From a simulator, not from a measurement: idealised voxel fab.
The process module presented herein is designated voxel lift off.
Square cells of 5 nm make up the cross-section cut, whose width is 245 nm.
Reading order for cross-sections: top band down to bottom band. Underlying form: a grid of square cells. Band size: one or more rows of cells. Within each band entry, the heights of the top and of the bottom of the band appear first, in that order and in nm; the materials of the band then follow from left to right, each with its corresponding width in nm. The designation "throughout" on a single material indicates that it fills the band from edge to edge; the designation "blank" indicates empty space. Measure heights from 0. That's the level where, below it, the as-received wafer is all one material. The lowest band is bottomless and extends downward; write it as in "0..down". Width spec "30..40" -> top row of cells at first value, bottom row at second value, equal per-row change in between. The designation "no modifications", where it is given for a processing step, indicates that no cell of the cross-section was altered in the course of that step. Any empty space of 8 cells or more lacking an open way to the top shows up in "Enclosed internal voids" as width x height at distance, distance from the left edge, in nm. Past the settings on a step's line: simulator remark, on that step. overlay nm: step with mask; distance mask lay right of planned place; negative value = left of planned place.

**This section lists the process steps that were planned**
- 1: RECEIVE (material Si)
- 2: CONFORMAL_DEP (material SiO2; thk nm 10)
- 3: PATTERN (tone open; mask id LINES; material resist; width nm 30; pitch nm 45; thk nm 30; overlay nm 0)
- 4: DIRECTIONAL_DEP (material Ru; thk nm 15)
- 5: STRIP (etch materials resist)
- 6: CONFORMAL_DEP (material SiCN; thk nm 5)

**First wafer of two (run as planned)**

**Wafer at receipt (post step 1), cross-section**
* 0..down | Si throughout
* Enclosed internal voids: none

**Wafer section view after processing step 2**
* 10..0 | SiO2 throughout
* All layers under 0 are left as they were.

**Wafer section view after processing step 3**
* 40..10 | resist (60), blank (30), resist (15), blank (30), resist (15), blank (30), resist (65)
* All layers under 10 are left as they were.

**Wafer section view after processing step 4**
* 55..40 | Ru (60), blank (30), Ru (15), blank (30), Ru (15), blank (30), Ru (65)
* 40..25 | resist (60), blank (30), resist (15), blank (30), resist (15), blank (30), resist (65)
* 25..10 | resist (60), Ru (30), resist (15), Ru (30), resist (15), Ru (30), resist (65)
* All layers under 10 are left as they were.

**Wafer section view after processing step 5**
* 25..10 | blank (60), Ru (30), blank (15), Ru (30), blank (15), Ru (30), blank (65)
* All layers under 10 are left as they were.

**Wafer section view after processing step 6**
* 30..25 | blank (55), SiCN (40), blank (5), SiCN (40), blank (5), SiCN (40), blank (60)
* 25..15 | blank (55), SiCN (5), Ru (30), SiCN (5), blank (5), SiCN (5), Ru (30), SiCN (5), blank (5), SiCN (5), Ru (30), SiCN (5), blank (60)
* 15..10 | SiCN (60), Ru (30), SiCN (15), Ru (30), SiCN (15), Ru (30), SiCN (65)
* All layers under 10 are left as they were.

**Second wafer. Start and plan as for the first. One mistake made in running. Agrees with the first up to and including step 4**

**Second wafer, section view, time point: scheduled end of step 5**
* 25..10 | blank (60), Ru (30), blank (15), Ru (30), blank (15), Ru (30), blank (65)
* All layers under 10 are left as they were.

**Second wafer, section view, time point: scheduled end of step 6**
* 30..25 | blank (55), SiCN (40), blank (5), SiCN (40), blank (5), SiCN (40), blank (60)
* 25..15 | blank (55), SiCN (5), Ru (30), SiCN (5), blank (5), SiCN (5), Ru (30), SiCN (5), blank (5), SiCN (5), Ru (30), SiCN (5), blank (60)
* 15..10 | SiCN (60), Ru (30), SiCN (15), Ru (30), SiCN (15), Ru (30), SiCN (65)
* All layers under 10 are left as they were.
Want to know what went wrong? step 5, plan: ran twice
The two wafers finish with the same cross-section, and therefore the mistake leaves the computed outcome of this model unchanged.
